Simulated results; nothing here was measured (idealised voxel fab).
Presented below is a process module, voxel released beams.
Each square cell in cross-section cut measures 5 nm, and the section as a whole is 160 nm wide.
The cross-sections in this document take the form of a grid made of square cells. They are written out as bands, in order from top to bottom. Each band consists of one or more rows of cells. Heads up on the band format: heights come first, top then bottom, in nm. After that it's the materials left to right, each with its width in nm. A single material flagged "full width" fills the whole band edge to edge, and "empty" means there's empty space there. Convention: height 0 is the level below which the wafer, as received, is all one material. The lowest band does not terminate at the bottom but continues downward, represented as "0 down". The expression "30->40" gives the width at the extremes of the band, the first number at its top row of cells and the second at its bottom row, with the width changing by equal amounts from each row to the next in between. "left unchanged", as given for a step, is the statement that not any cell of the cross-section underwent a change during that step. This entry, "Enclosed void entries", enumerates those empty regions of no fewer than 8 cells that possess no open connection to the top. Each region is reported in the form width x height at distance, the distance being taken from the left edge, with all three quantities expressed in nm. That trailing text on a step's line, after the settings, is the simulator's own remark on the step. Among the settings permitted on a step's line is "overlay nm"; applied to a step with a mask, it specifies the extent to which the mask lay to the right of its planned position, whereas a negative figure signifies a position to the left.
## This section lists the process steps that were planned
1 RECEIVE [material Si]
2 CONFORMAL_DEP [material Al2O3] [thk nm 5]
3 DIRECTIONAL_DEP [material SiO2] [thk nm 10]
4 DIRECTIONAL_DEP [material aC] [thk nm 15]
5 PATTERN [tone open] [mask id ANCHOR] [material resist] [width nm 25] [thk nm 30] [overlay nm -15]
6 DIRECTIONAL_ETCH [etch materials aC] [depth nm 15]
7 STRIP [etch materials resist]
8 DIRECTIONAL_ETCH [etch materials SiO2] [depth nm 10]
9 STRIP [etch materials aC]
10 CONFORMAL_DEP [material polySi] [thk nm 10]
11 DIRECTIONAL_DEP [material aC] [thk nm 10]
12 PATTERN [tone cover] [mask id BEAM] [material resist] [width nm 85] [thk nm 25] [overlay nm 0]
13 DIRECTIONAL_ETCH [etch materials aC] [depth nm 10]
14 STRIP [etch materials resist]
15 DIRECTIONAL_ETCH [etch materials polySi] [depth nm 10]
16 STRIP [etch materials aC]
17 STRIP [etch materials SiO2]
The wafers are alike at the start. At step 5, their overlay nm differs. The plan lists the first wafer's value.
## Cross-section of the first of several wafers as received (after step 1)
> 0 down = Si full width
> Enclosed void entries: none
## Basically each wafer gets a line in the table, showing it at the end of the module: material by material, the cells it gained (+) or lost (-) since we got it, then its closed voids
overlay nm -15; +32 Al2O3; +42 polySi; Enclosed void entries: none
overlay nm -10; +32 Al2O3; +42 polySi; Enclosed void entries: none
overlay nm -5; +32 Al2O3; +42 polySi; Enclosed void entries: none
overlay nm 0; +32 Al2O3; +42 polySi; Enclosed void entries: none
overlay nm 5; +32 Al2O3; +42 polySi; Enclosed void entries: none
overlay nm 10; +32 Al2O3; +42 polySi; Enclosed void entries: none
overlay nm 15; +32 Al2O3; +42 polySi; Enclosed void entries: none
